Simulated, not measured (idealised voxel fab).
Title: Process Module voxel tone inversion
290 nm wide, 5 nm square cells: that's cross-section cut.
Think of the cross-section as a grid of square cells. We describe it in bands, top to bottom, and each band covers one or more rows of those cells. Band: top and bottom heights (nm) first, top before bottom; then materials from left to right, widths in nm. "throughout" marks a sole material filling the band edge to edge. "air" denotes empty space. A quick word on heights: they are counted from 0, and under that level the wafer as it came to us is one material throughout. The lowest band is different from the rest in having no bottom; it simply continues downward, written as in "0 -> down". Width spec "30..40" -> top row of cells at first value, bottom row at second value, equal per-row change in between. "identical to before" after a step means that no cell of the cross-section changed. The entry titled "Closed cavities" provides the empty spaces that have no open way to the top, restricted to those of 8 cells or more. Each is presented as width x height at distance, the distance being measured from the left edge, with all three in nm. It should be noted that, on the line of a given step, the content following the step's settings is a remark produced by the simulator itself with respect to that step. "overlay nm", when on a step's line for a step with a mask, measures how far to the right of its planned place the mask lay; a negative measure means to the left.

-- Process steps (planned)
1. RECEIVE, material Si
2. CONFORMAL_DEP, material SiCN, thk nm 10
3. DIRECTIONAL_DEP, material polySi, thk nm 15
4. PATTERN, tone cover, mask id POSTS, material resist, width nm 25, pitch nm 45, thk nm 25, overlay nm 0
5. DIRECTIONAL_ETCH, etch materials polySi, depth nm 15
6. STRIP, etch materials resist
7. FILL_DEP, material lowk, thk nm 5
8. CMP, height nm 25
9. STRIP, etch materials polySi

-- Here's what the wafer looked like in cross-section when it arrived - that's after step 1
0 -> down | Si throughout
Closed cavities: none

-- a wafer at the end: this start, this plan, one mistake
25 -> 10 | lowk (70)  air (20)  lowk (25)  air (20)  lowk (25)  air (20)  lowk (25)  air (20)  lowk (65)
10 -> 0 | SiCN throughout
0 -> down | Si throughout
Closed cavities: none
In executing the process, a mistake was made relative to the plan: step 4 off recipe, ran as PATTERN, tone cover, mask id POSTS, material resist, width nm 20, pitch nm 45, thk nm 25, overlay nm 0
